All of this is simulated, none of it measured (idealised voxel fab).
process module | voxel lift off
cross-section cut | 170 nm wide | cells 5 nm
A cross-section is a grid of square cells, given in bands from the top down. A band is one or more rows of cells.
Each band's line starts with the height of the band's top and of its bottom, in nm. Then come its materials from left to right, each with its width in nm. One material with "throughout" fills the band from edge to edge. "air" is empty space.
Height 0 is the level under which the wafer as received is all one material. The lowest band goes on downwards, as in "0 down".
A width such as "30 to 40" changes by the same amount from each row of cells to the next, from the band's top row to its bottom row.
"no change" after a step means that no cell of the cross-section changed.
closed voids: empty space of 8 cells or more with no open way to the top, each as width x height at its distance from the left edge, in nm
after a step's settings: what the simulator itself notes on the step
overlay nm, on a step with a mask: how far to the right of its planned place the mask lay; to the left if negative
plan
1 op RECEIVE | material Si
2 op CONFORMAL_DEP | material SiN | thk nm 5
3 op PATTERN | tone open | mask id LINES | material resist | width nm 20 | pitch nm 50 | thk nm 25 | overlay nm 0
4 op DIRECTIONAL_DEP | material Ru | thk nm 5
5 op STRIP | etch materials resist
6 op CONFORMAL_DEP | material SiCN | thk nm 5
varied across the wafers: thk nm of step 4. The plan shows the first wafer's value. All wafers start alike
first wafer as received, after step 1
  0 down: Si throughout
  closed voids: none
each wafer at the end: cells of each material gained (+) or lost (-) since it was received, then its closed voids
thk nm 5 | +8 Ru | +38 SiCN | +34 SiN | closed voids: none
thk nm 10 | +16 Ru | +42 SiCN | +34 SiN | closed voids: none
thk nm 15 | +24 Ru | +46 SiCN | +34 SiN | closed voids: none
thk nm 20 | +32 Ru | +50 SiCN | +34 SiN | closed voids: none
